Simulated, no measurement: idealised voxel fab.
Name of the process module below: voxel double patterning
The cross-section shown here is cut; it is 240 nm wide and divided into square cells measuring 5 nm on a side.
This document writes a cross-section as a grid whose cells are square, and gives it as bands, listed from the top down; one or more rows of cells form a band.
Heights first: top, then bottom, in nm. Then materials, left to right, each with a width in nm. "all across" on a single material: fills the band edge to edge. "empty": empty space.
For the purposes of this specification, 0 denotes the height below which the wafer in its as-received condition is composed wholly of one material, and the lowermost band, lacking a lower limit, extends downward without end, as expressed in "from 0 down".
A two-number width, for instance "30 to 40", indicates that the width is equal to the first number in the top row of the band and to the second number in the bottom row, and that it changes by a constant amount per row of cells.
"remained unchanged" for a step: no cell of the cross-section changed in that step.
The list in "Entrapped voids" covers empty spaces of 8 cells or more that cannot reach the top through any open way, and it gives each as width x height at distance; the distance is from the left edge, and width, height and distance are in nm.
It should be noted that, on the line of a given step, the content following the step's settings is a remark produced by the simulator itself with respect to that step.
"overlay nm" answers the question of how far to the right of plan the mask lay on a step that has a mask, and when it is negative the answer is to the left.

### Planned step list for the process
step 1: RECEIVE | material Si
step 2: CONFORMAL_DEP | material SiO2 | thk nm 5
step 3: DIRECTIONAL_DEP | material TiN | thk nm 20
step 4: DIRECTIONAL_DEP | material SiCN | thk nm 10
step 5: DIRECTIONAL_DEP | material aC | thk nm 10
step 6: PATTERN | tone open | mask id FIRST | material resist | width nm 15 | pitch nm 50 | thk nm 25 | overlay nm 0
step 7: DIRECTIONAL_ETCH | etch materials aC | depth nm 10
step 8: STRIP | etch materials resist
step 9: DIRECTIONAL_ETCH | etch materials SiCN | depth nm 5
step 10: STRIP | etch materials aC
step 11: PATTERN | tone open | mask id SECOND | material resist | width nm 15 | pitch nm 50 | thk nm 20 | overlay nm 0
step 12: DIRECTIONAL_ETCH | etch materials SiCN | depth nm 10
step 13: STRIP | etch materials resist
step 14: DIRECTIONAL_ETCH | etch materials TiN | depth nm 20
step 15: STRIP | etch materials SiCN
Variable across wafers: step 9 depth nm (plan value is that of the first wafer; starting state common to all).

### Cross-section of the first incoming wafer of several, state after step 1
- from 0 down  Si all across
- Entrapped voids: none

### Basically each wafer gets a line in the table, showing it at the end of the module: material by material, the cells it gained (+) or lost (-) since we got it, then its closed voids
depth nm 5; +48 SiO2; +168 TiN; Entrapped voids: none
depth nm 10; +48 SiO2; +132 TiN; Entrapped voids: none
depth nm 15; +48 SiO2; +132 TiN; Entrapped voids: none
depth nm 20; +48 SiO2; +132 TiN; Entrapped voids: none
depth nm 25; +48 SiO2; +132 TiN; Entrapped voids: none
